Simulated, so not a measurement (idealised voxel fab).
Process module in this document: voxel tone inversion
The figure presents cross-section cut, which has a width of 230 nm and is divided into square cells with an edge length of 5 nm.
We lay out every cross-section as a grid of square cells and spell it out in bands from the top down, where one band means one or more rows of cells. This entry defines a band. It first specifies the height of the band's top and the height of its bottom in nm, and then specifies the band's materials from left to right, stating each material with its width in nm. The word "throughout" identifies a single material that fills the band from edge to edge, while the word "air" identifies empty space. The level at which height equals 0 is the one under which the wafer, as it arrives, is entirely one material. No lower edge exists for the bottom band, which continues downward and is notated as in "from 0 down". Width: "30..40" (first number = top row, second number = bottom row, same change from row to row of cells). What does "remained unchanged" mean for a step? It means no cell of the cross-section changed in that step. Entry "Voids, enclosed" = empty spaces >= 8 cells with no open way to the top; each as width x height at distance, distance from left edge, all nm. Post-settings text on a step line: simulator's own remark regarding the step. A step's line can hold "overlay nm"; with a mask on that step, the setting says how far right of the planned place the mask lay, while a negative setting says it lay to the left.
**The process steps that were planned are listed below**
1. RECEIVE: material Si
2. CONFORMAL_DEP: material SiCN, thk nm 10
3. DIRECTIONAL_DEP: material aC, thk nm 25
4. PATTERN: tone cover, mask id POSTS, material resist, width nm 20, pitch nm 35, thk nm 30, overlay nm 0
5. DIRECTIONAL_ETCH: etch materials aC, depth nm 25
6. STRIP: etch materials resist
7. FILL_DEP: material SiO2, thk nm 10
8. CMP: height nm 25
9. STRIP: etch materials aC
What sets these wafers apart? The height nm at step 8. They all start alike, and the plan carries the first wafer's value.
**Cut through the first of several wafers as received, post step 1**
* from 0 down | Si throughout
* Voids, enclosed: none
**first wafer at the end, after step 9**
* from 25 to 10 | SiO2: 70 | air: 20 | SiO2: 15 | air: 20 | SiO2: 15 | air: 20 | SiO2: 70
* from 10 to 0 | SiCN throughout
* from 0 down | Si throughout
* Voids, enclosed: none
**last wafer at the end**
* from 45 to 35 | SiO2 throughout
* from 35 to 10 | SiO2: 70 | aC: 20 | SiO2: 15 | aC: 20 | SiO2: 15 | aC: 20 | SiO2: 70
* from 10 to 0 | SiCN throughout
* from 0 down | Si throughout
* Voids, enclosed: none
**Take any row and you have a wafer at the end of the module: how many cells of each material it has gained (+) or lost (-) since it was received, and then its closed voids**
height nm 25; +92 SiCN; +102 SiO2; Voids, enclosed: none
height nm 30; +92 SiCN; +136 SiO2; Voids, enclosed: none
height nm 35; +92 SiCN; +170 SiO2; Voids, enclosed: none
height nm 40; +92 SiCN; +216 SiO2; +60 aC; Voids, enclosed: none
height nm 45; +92 SiCN; +262 SiO2; +60 aC; Voids, enclosed: none
